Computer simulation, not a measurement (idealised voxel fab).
The document below concerns the process module designated voxel wiring stack.
Cross-section cut spans 210 nm and uses square cells 5 nm in size.
Reading order for cross-sections: top band down to bottom band. Underlying form: a grid of square cells. Band size: one or more rows of cells.
Heights first: top, then bottom, in nm. Then materials, left to right, each with a width in nm. "everywhere" on a single material: fills the band edge to edge. "empty": empty space.
Heights are measured from 0, the level below which the as-received wafer is all one material; the lowest band has no bottom and continues downward, written as in "0 and below".
You'd read "30->40" like this: the band's top row of cells is as wide as the first number, its bottom row is as wide as the second, and going down, every row changes width by the same amount as the row before did.
"everything unchanged" (step): cross-section cells unchanged, all of them.
So "Enclosed void catalog" is basically the list of trapped voids: any empty space of 8 cells or more that can't reach the top through an opening. They're written width x height at distance, the distance being from the left edge, and it's all nm.
Where a step's line continues beyond its settings, the continuation is a remark by the simulator itself on that step.
On any step carrying a mask, the "overlay nm" setting, if present on the step's line, tells how far right of its planned place the mask lay; negative values point to the left.
Read each pair as before and after one process step. The after cross-section shows only down to the lowest band that changed. The step between them and its settings are given below the pair. Pairs can come from different runs of this module on the same starting wafer. A pair continues from the pair above only where its "State before" entry says so.
STATE BEFORE
  130 down to 115  aC: 30, then empty: 25, then aC: 15, then empty: 25, then aC: 15, then empty: 25, then aC: 15, then empty: 25, then aC: 35
  115 down to 95  SiO2: 30, then empty: 25, then SiO2: 15, then empty: 25, then SiO2: 15, then empty: 25, then SiO2: 15, then empty: 25, then SiO2: 35
  95 down to 85  SiO2: 30, then empty: 15, then SiO2: 65, then empty: 15, then SiO2: 85
  85 down to 80  SiCN everywhere
  80 down to 65  lowk: 30, then TiN: 5, then Cu: 15, then TiN: 5, then lowk: 15, then TiN: 5, then Cu: 15, then TiN: 5, then lowk: 15, then TiN: 5, then Cu: 15, then TiN: 5, then lowk: 15, then TiN: 5, then Cu: 15, then TiN: 5, then lowk: 35
  65 down to 60  SiN: 30, then TiN: 25, then SiN: 15, then TiN: 25, then SiN: 15, then TiN: 25, then SiN: 15, then TiN: 25, then SiN: 35
  60 down to 50  Ru: 25, then TiN: 5, then SiO2: 15, then TiN: 5, then Ru: 15, then TiN: 5, then SiO2: 15, then TiN: 5, then Ru: 15, then TiN: 5, then SiO2: 15, then TiN: 5, then Ru: 15, then TiN: 5, then SiO2: 15, then TiN: 5, then Ru: 40
  50 down to 45  TiN: 30, then SiO2: 15, then TiN: 25, then SiO2: 15, then TiN: 25, then SiO2: 15, then TiN: 25, then SiO2: 15, then TiN: 45
  45 down to 40  SiCN everywhere
  40 down to 15  SiO2: 30, then Ru: 25, then SiO2: 15, then Ru: 25, then SiO2: 15, then Ru: 25, then SiO2: 15, then Ru: 25, then SiO2: 35
  15 down to 10  SiO2: 30, then TiN: 25, then SiO2: 15, then TiN: 25, then SiO2: 15, then TiN: 25, then SiO2: 15, then TiN: 25, then SiO2: 35
  10 down to 0  SiO2 everywhere
  0 and below  Si everywhere
  Enclosed void catalog: none
SECTIONAL RESULT
  130 down to 115  aC: 30, then empty: 25, then aC: 15, then empty: 25, then aC: 15, then empty: 25, then aC: 15, then empty: 25, then aC: 35
  115 down to 95  SiO2: 30, then empty: 25, then SiO2: 15, then empty: 25, then SiO2: 15, then empty: 25, then SiO2: 15, then empty: 25, then SiO2: 35
  95 down to 85  SiO2: 30, then empty: 15, then SiO2: 65, then empty: 15, then SiO2: 85
  85 down to 80  SiCN: 30, then empty: 15, then SiCN: 65, then empty: 15, then SiCN: 85
  Whatever lies below 80 is exactly as it was before.
  Enclosed void catalog: none
Can you say which step sits between the two cross-sections above? DIRECTIONAL_ETCH with etch materials SiCN, depth nm 5
State before: The structure entering this step is exactly what the pair just above shows after its step.
SECTIONAL RESULT
  115 down to 95  SiO2: 30, then empty: 25, then SiO2: 15, then empty: 25, then SiO2: 15, then empty: 25, then SiO2: 15, then empty: 25, then SiO2: 35
  Whatever lies below 95 is exactly as it was before.
  Enclosed void catalog: none
Can you say which step sits between the two cross-sections above? STRIP with etch materials aC
State before: The structure entering this step is exactly what the pair just above shows after its step.
SECTIONAL RESULT
  120 down to 115  TiN: 35, then empty: 15, then TiN: 25, then empty: 15, then TiN: 25, then empty: 15, then TiN: 25, then empty: 15, then TiN: 40
  115 down to 100  SiO2: 30, then TiN: 5, then empty: 15, then TiN: 5, then SiO2: 15, then TiN: 5, then empty: 15, then TiN: 5, then SiO2: 15, then TiN: 5, then empty: 15, then TiN: 5, then SiO2: 15, then TiN: 5, then empty: 15, then TiN: 5, then SiO2: 35
  100 down to 95  SiO2: 30, then TiN: 5, then empty: 5, then TiN: 15, then SiO2: 15, then TiN: 25, then SiO2: 15, then TiN: 5, then empty: 5, then TiN: 15, then SiO2: 15, then TiN: 25, then SiO2: 35
  95 down to 85  SiO2: 30, then TiN: 5, then empty: 5, then TiN: 5, then SiO2: 65, then TiN: 5, then empty: 5, then TiN: 5, then SiO2: 85
  85 down to 80  SiCN: 30, then TiN: 15, then SiCN: 65, then TiN: 15, then SiCN: 85
  Whatever lies below 80 is exactly as it was before.
  Enclosed void catalog: none
Can you say which step sits between the two cross-sections above? CONFORMAL_DEP with material TiN, thk nm 5
State before: The structure entering this step is exactly what the pair just above shows after its step.
SECTIONAL RESULT
  130 down to 120  Cu everywhere
  120 down to 115  TiN: 35, then Cu: 15, then TiN: 25, then Cu: 15, then TiN: 25, then Cu: 15, then TiN: 25, then Cu: 15, then TiN: 40
  115 down to 100  SiO2: 30, then TiN: 5, then Cu: 15, then TiN: 5, then SiO2: 15, then TiN: 5, then Cu: 15, then TiN: 5, then SiO2: 15, then TiN: 5, then Cu: 15, then TiN: 5, then SiO2: 15, then TiN: 5, then Cu: 15, then TiN: 5, then SiO2: 35
  100 down to 95  SiO2: 30, then TiN: 5, then Cu: 5, then TiN: 15, then SiO2: 15, then TiN: 25, then SiO2: 15, then TiN: 5, then Cu: 5, then TiN: 15, then SiO2: 15, then TiN: 25, then SiO2: 35
  95 down to 85  SiO2: 30, then TiN: 5, then Cu: 5, then TiN: 5, then SiO2: 65, then TiN: 5, then Cu: 5, then TiN: 5, then SiO2: 85
  Whatever lies below 85 is exactly as it was before.
  Enclosed void catalog: none
Can you say which step sits between the two cross-sections above? FILL_DEP with material Cu, thk nm 10
State before: The structure entering this step is exactly what the pair just above shows after its step.
SECTIONAL RESULT
  115 down to 100  SiO2: 30, then TiN: 5, then Cu: 15, then TiN: 5, then SiO2: 15, then TiN: 5, then Cu: 15, then TiN: 5, then SiO2: 15, then TiN: 5, then Cu: 15, then TiN: 5, then SiO2: 15, then TiN: 5, then Cu: 15, then TiN: 5, then SiO2: 35
  Whatever lies below 100 is exactly as it was before.
  Enclosed void catalog: none
Can you say which step sits between the two cross-sections above? CMP with height nm 115
State before: The structure entering this step is exactly what the pair just above shows after its step.
SECTIONAL RESULT
  120 down to 115  SiN everywhere
  Whatever lies below 115 is exactly as it was before.
  Enclosed void catalog: none
Can you say which step sits between the two cross-sections above? CONFORMAL_DEP with material SiN, thk nm 5
